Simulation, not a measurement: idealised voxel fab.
Process module heading - voxel double patterning
The cross-section on display is named cut; it measures 255 nm wide, and its cells are 5 nm squares.
Reading order for cross-sections: top band down to bottom band. Underlying form: a grid of square cells. Band size: one or more rows of cells.
Band entry format. Leading values: height of top, height of bottom, nm. Remainder: materials in left-to-right order, each with its width in nm. Special words: "full width" on a single material, which then fills the band edge to edge; "air", empty space.
Heights are measured from 0, the level below which the as-received wafer is all one material; the lowest band has no bottom and continues downward, written as in "0..down".
With a width like "30->40", each row of cells in the band differs from the next by the same amount, the top row carrying the first number and the bottom row the second.
No cell of the cross-section changed in a step that is given as "all unchanged".
The entry titled "Closed cavities" provides the empty spaces that have no open way to the top, restricted to those of 8 cells or more. Each is presented as width x height at distance, the distance being measured from the left edge, with all three in nm.
Text after the settings on a step's line: the simulator's own remark on that step.
overlay nm: for a step with a mask, the amount by which the mask lay right of where it was planned; a negative amount means left of it.

**Steps planned for the process**
- 1: RECEIVE with material Si
- 2: CONFORMAL_DEP with material SiO2, thk nm 10
- 3: DIRECTIONAL_DEP with material W, thk nm 15
- 4: DIRECTIONAL_DEP with material SiCN, thk nm 5
- 5: DIRECTIONAL_DEP with material aC, thk nm 15
- 6: PATTERN with tone open, mask id FIRST, material resist, width nm 15, pitch nm 50, thk nm 30, overlay nm 0
- 7: DIRECTIONAL_ETCH with etch materials aC, depth nm 15
- 8: STRIP with etch materials resist
- 9: DIRECTIONAL_ETCH with etch materials SiCN, depth nm 5
- 10: STRIP with etch materials aC
- 11: PATTERN with tone open, mask id SECOND, material resist, width nm 15, pitch nm 50, thk nm 15, overlay nm 0
- 12: DIRECTIONAL_ETCH with etch materials SiCN, depth nm 5
- 13: STRIP with etch materials resist
- 14: DIRECTIONAL_ETCH with etch materials W, depth nm 15
- 15: STRIP with etch materials SiCN

**This is the cross-section of the wafer as we received it, i.e. after step 1**
- 0..down = Si full width
- Closed cavities: none

**first wafer at the end, as planned**
- 25..10 = W=70; air=15; W=10; air=15; W=10; air=15; W=10; air=15; W=10; air=15; W=70
- 10..0 = SiO2 full width
- 0..down = Si full width
- Closed cavities: none

**Second wafer cross-section at end of module - shared start and plan with the first, one mistake in the run**
- 25..10 = air=70; W=15; air=35; W=15; air=35; W=15; air=70
- 10..0 = SiO2 full width
- 0..down = Si full width
- Closed cavities: none
In executing the process, a mistake was made relative to the plan: heads up, step 6 didn't go per plan, it actually ran as PATTERN with tone cover, mask id FIRST, material resist, width nm 15, pitch nm 50, thk nm 30, overlay nm 0
It is noted that, at the conclusion of processing, the second wafer exhibits a higher or lower cell count for certain materials relative to the first: 81 fewer of W
